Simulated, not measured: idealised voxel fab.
Process module name: voxel self aligned contacts
Displayed cross-section: cut, width of 220 nm, square cells sized 5 nm.
Cross-section layout: square cells on a grid; listed as bands, top to bottom; a band spans one or more cell rows.
Look at the band entry: it leads with the top's height and the bottom's height in nm. Then it lists the materials left to right, with a width in nm for each. The word "everywhere" on a single material says that material fills the band edge to edge. The word "empty" is empty space.
Height datum 0, below which the as-received substrate wafer is one material. Lowest band open at the bottom, running downward: "top 0, no bottom".
The two numbers in a width such as "30..40" mark its ends across the band: the first belongs to the top row of cells, the second to the bottom row, and from each row to the next the width moves by the same amount.
You'll sometimes find "no modification" written for a step, and that's the way of saying that nowhere in the cross-section did a cell change during that step.
If an empty space has no open way to the top and is at least 8 cells in size, "Enclosed voids" lists it, written width x height at distance, where distance is measured from the left edge and every value is in nm.
If you see something after the settings on a step's line, that's the simulator's own remark about that step.
"overlay nm" on a masked step: distance the mask lay right of its planned place, negative for left.
The following list gives the planned process steps
step 1: RECEIVE with material Si
step 2: OXIDIZE with depth nm 5
step 3: DIRECTIONAL_DEP with material polySi, thk nm 30
step 4: DIRECTIONAL_DEP with material SiN, thk nm 25
step 5: PATTERN with tone cover, mask id GATE, material resist, width nm 30, pitch nm 70, thk nm 15, overlay nm 0
step 6: DIRECTIONAL_ETCH with etch materials SiN, depth nm 25
step 7: DIRECTIONAL_ETCH with etch materials polySi, depth nm 30
step 8: STRIP with etch materials resist
step 9: CONFORMAL_DEP with material SiN, thk nm 10
step 10: DIRECTIONAL_ETCH with etch materials SiN, depth nm 10
step 11: FILL_DEP with material SiO2, thk nm 15
step 12: CMP with height nm 60
step 13: PATTERN with tone open, mask id CONTACT, material resist, width nm 50, pitch nm 70, thk nm 15, overlay nm 0
step 14: DIRECTIONAL_ETCH with etch materials SiO2, depth nm 65
step 15: STRIP with etch materials resist
step 16: CONFORMAL_DEP with material TiN, thk nm 5
step 17: FILL_DEP with material W, thk nm 10
step 18: CMP with height nm 60
step 19: CONFORMAL_DEP with material SiN, thk nm 5
Wafer cross-section on receipt, i.e. after step 1
  top 0, no bottom = Si everywhere
  Enclosed voids: none
Same starting wafer, same plan as above, one mistake in the execution; this is the cross-section at the end of the module
  top 65, bottom 60 = SiN everywhere
  top 60, bottom 55 = SiO2=50 / TiN=20 / W=10 / TiN=20 / SiO2=20 / TiN=20 / W=10 / TiN=20 / SiO2=50
  top 55, bottom 30 = SiO2=15 / SiN=50 / TiN=5 / W=10 / TiN=5 / SiN=50 / TiN=5 / W=10 / TiN=5 / SiN=50 / SiO2=15
  top 30, bottom 15 = SiO2=15 / SiN=10 / polySi=30 / SiN=10 / TiN=5 / W=10 / TiN=5 / SiN=10 / polySi=30 / SiN=10 / TiN=5 / W=10 / TiN=5 / SiN=10 / polySi=30 / SiN=10 / SiO2=15
  top 15, bottom 10 = SiO2=15 / SiN=10 / polySi=30 / SiN=10 / TiN=20 / SiN=10 / polySi=30 / SiN=10 / TiN=20 / SiN=10 / polySi=30 / SiN=10 / SiO2=15
  top 10, bottom 0 = SiN=25 / polySi=30 / SiN=40 / polySi=30 / SiN=40 / polySi=30 / SiN=25
  top 0, bottom -5 = SiO2 everywhere
  top -5, no bottom = Si everywhere
  Enclosed voids: none
Against the plan, the run slipped here: order of steps 9 and 10 inverted relative to the plan
